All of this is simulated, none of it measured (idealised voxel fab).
The following process module bears the name voxel transistor to metal.
We display cut, a cross-section 185 nm in width whose square cells are each 5 nm.
Just so we're on the same page, the cross-sections are grids of square cells, and they're listed out in bands top to bottom, each band one or more rows deep. The band entry comprises the height of the band's top followed by the height of its bottom, expressed in nm, and subsequently the band's materials from left to right, each stated together with its width in nm. Where a single material is marked with the word "edge to edge", that material fills the band from edge to edge. The word "air" represents empty space. Height datum 0, below which the as-received substrate wafer is one material. Lowest band open at the bottom, running downward: "from 0 down". A width given as "30->40" starts at the first number in the band's top row and ends at the second number in its bottom row, shifting by an equal amount at every step from row to row. "changes: none" (step): cross-section cells unchanged, all of them. Reported under the label "Sealed cavities" are the empty spaces having no open way to the top and comprising 8 cells or more; the notation for each is width x height at distance, in which the distance is measured from the left edge and all three values are in nm. Heads up: the bit after the settings on a step's line is the simulator's remark on that step. The setting "overlay nm" may be written on the line of a step. When the step uses a mask, the value reports how far to the right of the planned place the mask lay, and a negative value reports that it lay to the left.

## Set out below are the planned steps of the process
1. op RECEIVE | material Si
2. op CONFORMAL_DEP | material SiO2 | thk nm 5
3. op CONFORMAL_DEP | material SiN | thk nm 10
4. op DIRECTIONAL_DEP | material aC | thk nm 10
5. op PATTERN | tone cover | mask id ACTIVE | material resist | width nm 125 | thk nm 30 | overlay nm 0
6. op DIRECTIONAL_ETCH | etch materials aC | depth nm 10
7. op STRIP | etch materials resist
8. op DIRECTIONAL_ETCH | etch materials SiN | depth nm 10
9. op DIRECTIONAL_ETCH | etch materials SiO2 | depth nm 5
10. op DIRECTIONAL_ETCH | etch materials Si | depth nm 20
11. op STRIP | etch materials aC
12. op FILL_DEP | material SiO2 | thk nm 10
13. op CMP | height nm 15
14. op SELECTIVE_ETCH | etch materials SiO2 | depth nm 5
15. op STRIP | etch materials SiN
16. op SELECTIVE_ETCH | etch materials SiO2 | depth nm 5
17. op OXIDIZE | depth nm 5
18. op DIRECTIONAL_DEP | material polySi | thk nm 30
19. op DIRECTIONAL_DEP | material SiCN | thk nm 10
20. op MASKED_ETCH | tone cover | mask id GATE | width nm 25 | etch materials SiCN | depth nm 20 | overlay nm 0
21. op MASKED_ETCH | tone cover | mask id GATE | width nm 35 | etch materials polySi | depth nm 40 | overlay nm 0
22. op CONFORMAL_DEP | material SiN | thk nm 10
23. op DIRECTIONAL_ETCH | etch materials SiN | depth nm 10
24. op DIRECTIONAL_ETCH | etch materials SiO2 | depth nm 5
25. op DIRECTIONAL_ETCH | etch materials Si | depth nm 5
26. op EPI | material SiGe | thk nm 5
27. op FILL_DEP | material SiO2 | thk nm 5
28. op CMP | height nm 30
29. op STRIP | etch materials polySi
30. op SELECTIVE_ETCH | etch materials SiO2 | depth nm 5
31. op CONFORMAL_DEP | material HfO2 | thk nm 5
32. op CONFORMAL_DEP | material TiN | thk nm 5
33. op FILL_DEP | material W | thk nm 5
34. op CMP | height nm 25
35. op DIRECTIONAL_DEP | material SiO2 | thk nm 15
36. op MASKED_ETCH | tone open | mask id CONTACT | width nm 20 | pitch nm 95 | etch materials SiO2 | depth nm 45 | overlay nm 0
37. op CONFORMAL_DEP | material TiN | thk nm 5
38. op FILL_DEP | material Ru | thk nm 5
39. op CMP | height nm 40
40. op CONFORMAL_DEP | material SiN | thk nm 5
41. op DIRECTIONAL_DEP | material SiO2 | thk nm 15
42. op PATTERN | tone open | mask id METAL_1 | material resist | width nm 20 | pitch nm 95 | thk nm 15 | overlay nm 0
43. op DIRECTIONAL_ETCH | etch materials SiO2 | depth nm 15
44. op DIRECTIONAL_ETCH | etch materials SiN | depth nm 5
45. op STRIP | etch materials resist
46. op CONFORMAL_DEP | material TiN | thk nm 5
47. op FILL_DEP | material Cu | thk nm 10
48. op CMP | height nm 60
49. op CONFORMAL_DEP | material SiN | thk nm 5
What sets these wafers apart? The width nm at step 20. They all start alike, and the plan carries the first wafer's value.

## Cross-sectional view of the first of several wafers in the as-received condition, corresponding to the state following step 1
  from 0 down | Si edge to edge
  Sealed cavities: none

## Here's the first of several wafers in cross-section, end of the module, after the last step, step 49
  from 65 to 60 | SiN edge to edge
  from 60 to 45 | SiO2 (35); TiN (5); Cu (10); TiN (5); SiO2 (75); TiN (5); Cu (10); TiN (5); SiO2 (35)
  from 45 to 40 | SiN (35); TiN (20); SiN (75); TiN (20); SiN (35)
  from 40 to 25 | SiO2 (35); TiN (5); Ru (10); TiN (5); SiO2 (75); TiN (5); Ru (10); TiN (5); SiO2 (35)
  from 25 to 5 | SiO2 (35); TiN (5); Ru (10); TiN (5); SiO2 (10); SiN (10); HfO2 (5); TiN (5); W (15); TiN (5); HfO2 (5); SiN (10); SiO2 (10); TiN (5); Ru (10); TiN (5); SiO2 (35)
  from 5 to 0 | SiO2 (25); SiN (10); TiN (10); Ru (5); TiN (5); SiO2 (10); SiN (10); HfO2 (5); TiN (25); HfO2 (5); SiN (10); SiO2 (10); TiN (5); Ru (5); TiN (10); SiN (10); SiO2 (25)
  from 0 to -5 | SiO2 (35); SiGe (5); TiN (15); SiO2 (5); SiGe (5); SiO2 (5); HfO2 (45); SiO2 (5); SiGe (5); SiO2 (5); TiN (15); SiGe (5); SiO2 (35)
  from -5 to -10 | SiO2 (30); Si (5); SiGe (30); Si (55); SiGe (30); Si (5); SiO2 (30)
  from -10 to -20 | SiO2 (30); Si (125); SiO2 (30)
  from -20 down | Si edge to edge
  Sealed cavities: none

## Last-wafer cross-section at the end of the module
  from 65 to 60 | SiN edge to edge
  from 60 to 45 | SiO2 (35); TiN (5); Cu (10); TiN (5); SiO2 (75); TiN (5); Cu (10); TiN (5); SiO2 (35)
  from 45 to 40 | SiN (35); TiN (20); SiN (75); TiN (20); SiN (35)
  from 40 to 25 | SiO2 (35); TiN (5); Ru (10); TiN (5); SiO2 (75); TiN (5); Ru (10); TiN (5); SiO2 (35)
  from 25 to 5 | SiO2 (35); TiN (5); Ru (10); TiN (5); SiO2 (5); SiN (10); HfO2 (5); TiN (5); W (30); TiN (5); HfO2 (5); SiN (10); TiN (5); Ru (10); TiN (5); SiO2 (35)
  from 5 to 0 | SiO2 (25); SiN (10); TiN (10); Ru (5); TiN (5); SiO2 (5); SiN (10); HfO2 (5); TiN (40); HfO2 (5); SiN (10); TiN (20); SiN (10); SiO2 (25)
  from 0 to -5 | SiO2 (35); SiGe (5); TiN (15); SiGe (5); SiO2 (5); HfO2 (60); SiO2 (5); SiGe (5); TiN (10); SiGe (5); SiO2 (35)
  from -5 to -10 | SiO2 (30); Si (5); SiGe (25); Si (70); SiGe (20); Si (5); SiO2 (30)
  from -10 to -20 | SiO2 (30); Si (125); SiO2 (30)
  from -20 down | Si edge to edge
  Sealed cavities: none

## For your reference, the table is organized with a row per wafer; each row reflects the wafer at the end of the module, indicating for each material the cells gained (+) or lost (-) since receipt, and thereafter its closed voids
width nm 25, +12 Cu, +19 HfO2, +30 Ru, -85 Si, +16 SiGe, +90 SiN, +314 SiO2, +73 TiN, +12 W, Sealed cavities: none
width nm 30, +12 Cu, +19 HfO2, +30 Ru, -85 Si, +16 SiGe, +90 SiN, +314 SiO2, +73 TiN, +12 W, Sealed cavities: none
width nm 35, +12 Cu, +19 HfO2, +30 Ru, -85 Si, +16 SiGe, +90 SiN, +314 SiO2, +73 TiN, +12 W, Sealed cavities: none
width nm 40, +12 Cu, +20 HfO2, +30 Ru, -84 Si, +15 SiGe, +90 SiN, +308 SiO2, +74 TiN, +16 W, Sealed cavities: none
width nm 45, +12 Cu, +21 HfO2, +30 Ru, -83 Si, +14 SiGe, +90 SiN, +302 SiO2, +75 TiN, +20 W, Sealed cavities: none
width nm 50, +12 Cu, +22 HfO2, +29 Ru, -82 Si, +13 SiGe, +90 SiN, +297 SiO2, +76 TiN, +24 W, Sealed cavities: none
